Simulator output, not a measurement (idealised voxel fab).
Proc. module: voxel self aligned vias
295 nm wide, 5 nm square cells: that's cross-section cut.
A cross-section in this document is a grid of square cells, and it is written down as bands, the top band listed before the ones below it; a band is made up of one or more rows of cells. Band entry format. Leading values: height of top, height of bottom, nm. Remainder: materials in left-to-right order, each with its width in nm. Special words: "throughout" on a single material, which then fills the band edge to edge; "air", empty space. Height is counted from the level 0, under which the received wafer is composed throughout of one material. The lowest of the bands is not closed at the bottom but continues downward, in the notation "0..down". Note: "30..40" means the width goes from the first number (top row of the band) to the second number (bottom row) in equal steps per row of cells. Take "changes: none" at face value: in the step it is given for, the cross-section changed in none of its cells. You'll see "Fully sealed cavities" listing empty spaces that have no way open to the top, as long as they're 8 cells or more; the notation is width x height at distance, where the distance is from the left edge, and all of it is in nm. after a step's settings: what the simulator itself notes on the step. "overlay nm", when on a step's line for a step with a mask, measures how far to the right of its planned place the mask lay; a negative measure means to the left.

This section lists the process steps that were planned:
step 1: RECEIVE (material Si)
step 2: CONFORMAL_DEP (material SiO2; thk nm 10)
step 3: CONFORMAL_DEP (material SiCN; thk nm 5)
step 4: DIRECTIONAL_DEP (material lowk; thk nm 30)
step 5: DIRECTIONAL_DEP (material aC; thk nm 15)
step 6: PATTERN (tone open; mask id LINES; material resist; width nm 30; pitch nm 70; thk nm 35; overlay nm 0)
step 7: DIRECTIONAL_ETCH (etch materials aC; depth nm 15)
step 8: STRIP (etch materials resist)
step 9: DIRECTIONAL_ETCH (etch materials lowk; depth nm 30)
step 10: STRIP (etch materials aC)
step 11: CONFORMAL_DEP (material TiN; thk nm 5)
step 12: FILL_DEP (material W; thk nm 10)
step 13: CMP (height nm 45)
step 14: SELECTIVE_ETCH (etch materials W Ru TiN; depth nm 10)
step 15: FILL_DEP (material SiN; thk nm 10)
step 16: CMP (height nm 45)
step 17: DIRECTIONAL_DEP (material lowk; thk nm 20)
step 18: PATTERN (tone open; mask id VIAS; material resist; width nm 40; thk nm 15; overlay nm 0)
step 19: DIRECTIONAL_ETCH (etch materials lowk; depth nm 20)
step 20: DIRECTIONAL_ETCH (etch materials SiN; depth nm 10)
step 21: STRIP (etch materials resist)
step 22: CONFORMAL_DEP (material TiN; thk nm 5)
step 23: FILL_DEP (material W; thk nm 5)
step 24: CMP (height nm 65)
step 25: CONFORMAL_DEP (material SiCN; thk nm 5)

First wafer, as planned:

As received, after step 1:
* 0..down  Si throughout
* Fully sealed cavities: none

The wafer, seen in cross-section, after step 2:
* 10..0  SiO2 throughout
* Under 0: no change, same as before.

The wafer, seen in cross-section, after step 3:
* 15..10  SiCN throughout
* Under 10: no change, same as before.

The wafer, seen in cross-section, after step 4:
* 45..15  lowk throughout
* Under 15: no change, same as before.

The wafer, seen in cross-section, after step 5:
* 60..45  aC throughout
* Under 45: no change, same as before.

The wafer, seen in cross-section, after step 6:
* 95..60  95 resist, then 30 air, then 40 resist, then 30 air, then 100 resist
* Under 60: no change, same as before.

The wafer, seen in cross-section, after step 7:
* 80..60  95 resist, then 30 air, then 40 resist, then 30 air, then 100 resist
* 60..45  95 aC, then 30 air, then 40 aC, then 30 air, then 100 aC
* Under 45: no change, same as before.

The wafer, seen in cross-section, after step 8:
* 60..45  95 aC, then 30 air, then 40 aC, then 30 air, then 100 aC
* Under 45: no change, same as before.

The wafer, seen in cross-section, after step 9:
* 60..45  95 aC, then 30 air, then 40 aC, then 30 air, then 100 aC
* 45..15  95 lowk, then 30 air, then 40 lowk, then 30 air, then 100 lowk
* Under 15: no change, same as before.

The wafer, seen in cross-section, after step 10:
* 45..15  95 lowk, then 30 air, then 40 lowk, then 30 air, then 100 lowk
* Under 15: no change, same as before.

The wafer, seen in cross-section, after step 11:
* 50..45  100 TiN, then 20 air, then 50 TiN, then 20 air, then 105 TiN
* 45..20  95 lowk, then 5 TiN, then 20 air, then 5 TiN, then 40 lowk, then 5 TiN, then 20 air, then 5 TiN, then 100 lowk
* 20..15  95 lowk, then 30 TiN, then 40 lowk, then 30 TiN, then 100 lowk
* Under 15: no change, same as before.

The wafer, seen in cross-section, after step 12:
* 60..50  W throughout
* 50..45  100 TiN, then 20 W, then 50 TiN, then 20 W, then 105 TiN
* 45..20  95 lowk, then 5 TiN, then 20 W, then 5 TiN, then 40 lowk, then 5 TiN, then 20 W, then 5 TiN, then 100 lowk
* Under 20: no change, same as before.

The wafer, seen in cross-section, after step 13:
* 45..20  95 lowk, then 5 TiN, then 20 W, then 5 TiN, then 40 lowk, then 5 TiN, then 20 W, then 5 TiN, then 100 lowk
* Under 20: no change, same as before.

The wafer, seen in cross-section, after step 14:
* 45..35  95 lowk, then 30 air, then 40 lowk, then 30 air, then 100 lowk
* Under 35: no change, same as before.

The wafer, seen in cross-section, after step 15:
* 55..45  SiN throughout
* 45..35  95 lowk, then 30 SiN, then 40 lowk, then 30 SiN, then 100 lowk
* Under 35: no change, same as before.

The wafer, seen in cross-section, after step 16:
* 45..35  95 lowk, then 30 SiN, then 40 lowk, then 30 SiN, then 100 lowk
* Under 35: no change, same as before.

The wafer, seen in cross-section, after step 17:
* 65..45  lowk throughout
* Under 45: no change, same as before.

The wafer, seen in cross-section, after step 18:
* 80..65  90 resist, then 40 air, then 165 resist
* Under 65: no change, same as before.

The wafer, seen in cross-section, after step 19:
* 80..65  90 resist, then 40 air, then 165 resist
* 65..45  90 lowk, then 40 air, then 165 lowk
* Under 45: no change, same as before.

The wafer, seen in cross-section, after step 20:
* 80..65  90 resist, then 40 air, then 165 resist
* 65..45  90 lowk, then 40 air, then 165 lowk
* 45..35  95 lowk, then 30 air, then 40 lowk, then 30 SiN, then 100 lowk
* Under 35: no change, same as before.

The wafer, seen in cross-section, after step 21:
* 65..45  90 lowk, then 40 air, then 165 lowk
* Under 45: no change, same as before.

The wafer, seen in cross-section, after step 22:
* 70..65  95 TiN, then 30 air, then 170 TiN
* 65..50  90 lowk, then 5 TiN, then 30 air, then 5 TiN, then 165 lowk
* 50..45  90 lowk, then 10 TiN, then 20 air, then 10 TiN, then 165 lowk
* 45..40  95 lowk, then 5 TiN, then 20 air, then 5 TiN, then 40 lowk, then 30 SiN, then 100 lowk
* 40..35  95 lowk, then 30 TiN, then 40 lowk, then 30 SiN, then 100 lowk
* Under 35: no change, same as before.

The wafer, seen in cross-section, after step 23:
* 75..70  W throughout
* 70..65  95 TiN, then 30 W, then 170 TiN
* 65..50  90 lowk, then 5 TiN, then 30 W, then 5 TiN, then 165 lowk
* 50..45  90 lowk, then 10 TiN, then 20 W, then 10 TiN, then 165 lowk
* 45..40  95 lowk, then 5 TiN, then 20 W, then 5 TiN, then 40 lowk, then 30 SiN, then 100 lowk
* Under 40: no change, same as before.

The wafer, seen in cross-section, after step 24:
* 65..50  90 lowk, then 5 TiN, then 30 W, then 5 TiN, then 165 lowk
* Under 50: no change, same as before.

The wafer, seen in cross-section, after step 25:
* 70..65  SiCN throughout
* Under 65: no change, same as before.

Wafer two. Identical start, identical plan. One mistake in execution. Identical history through step 17:

Cross-sectional representation of the second wafer at the time designated in the plan for the completion of step 18:
* 80..65  80 resist, then 40 air, then 175 resist
* Under 65: no change, same as before.

Cross-sectional representation of the second wafer at the time designated in the plan for the completion of step 19:
* 80..65  80 resist, then 40 air, then 175 resist
* 65..45  80 lowk, then 40 air, then 175 lowk
* Under 45: no change, same as before.

Cross-sectional representation of the second wafer at the time designated in the plan for the completion of step 20:
* 80..65  80 resist, then 40 air, then 175 resist
* 65..45  80 lowk, then 40 air, then 175 lowk
* 45..35  95 lowk, then 25 air, then 5 SiN, then 40 lowk, then 30 SiN, then 100 lowk
* Under 35: no change, same as before.

Cross-sectional representation of the second wafer at the time designated in the plan for the completion of step 21:
* 65..45  80 lowk, then 40 air, then 175 lowk
* Under 45: no change, same as before.

Cross-sectional representation of the second wafer at the time designated in the plan for the completion of step 22:
* 70..65  85 TiN, then 30 air, then 180 TiN
* 65..50  80 lowk, then 5 TiN, then 30 air, then 5 TiN, then 175 lowk
* 50..45  80 lowk, then 20 TiN, then 15 air, then 5 TiN, then 175 lowk
* 45..40  95 lowk, then 5 TiN, then 15 air, then 5 TiN, then 5 SiN, then 40 lowk, then 30 SiN, then 100 lowk
* 40..35  95 lowk, then 25 TiN, then 5 SiN, then 40 lowk, then 30 SiN, then 100 lowk
* Under 35: no change, same as before.

Cross-sectional representation of the second wafer at the time designated in the plan for the completion of step 23:
* 75..70  W throughout
* 70..65  85 TiN, then 30 W, then 180 TiN
* 65..50  80 lowk, then 5 TiN, then 30 W, then 5 TiN, then 175 lowk
* 50..45  80 lowk, then 20 TiN, then 15 W, then 5 TiN, then 175 lowk
* 45..40  95 lowk, then 5 TiN, then 15 W, then 5 TiN, then 5 SiN, then 40 lowk, then 30 SiN, then 100 lowk
* Under 40: no change, same as before.

Cross-sectional representation of the second wafer at the time designated in the plan for the completion of step 24:
* 65..50  80 lowk, then 5 TiN, then 30 W, then 5 TiN, then 175 lowk
* Under 50: no change, same as before.

Cross-sectional representation of the second wafer at the time designated in the plan for the completion of step 25:
* 70..65  SiCN throughout
* Under 65: no change, same as before.
Where did the run depart from the plan? step 18: run off-plan, actual operation and settings PATTERN (tone open; mask id VIAS; material resist; width nm 40; thk nm 15; overlay nm -10)
Counted in cells at the end, the second wafer holds more or fewer of these materials than the first: SiN +2; W -2
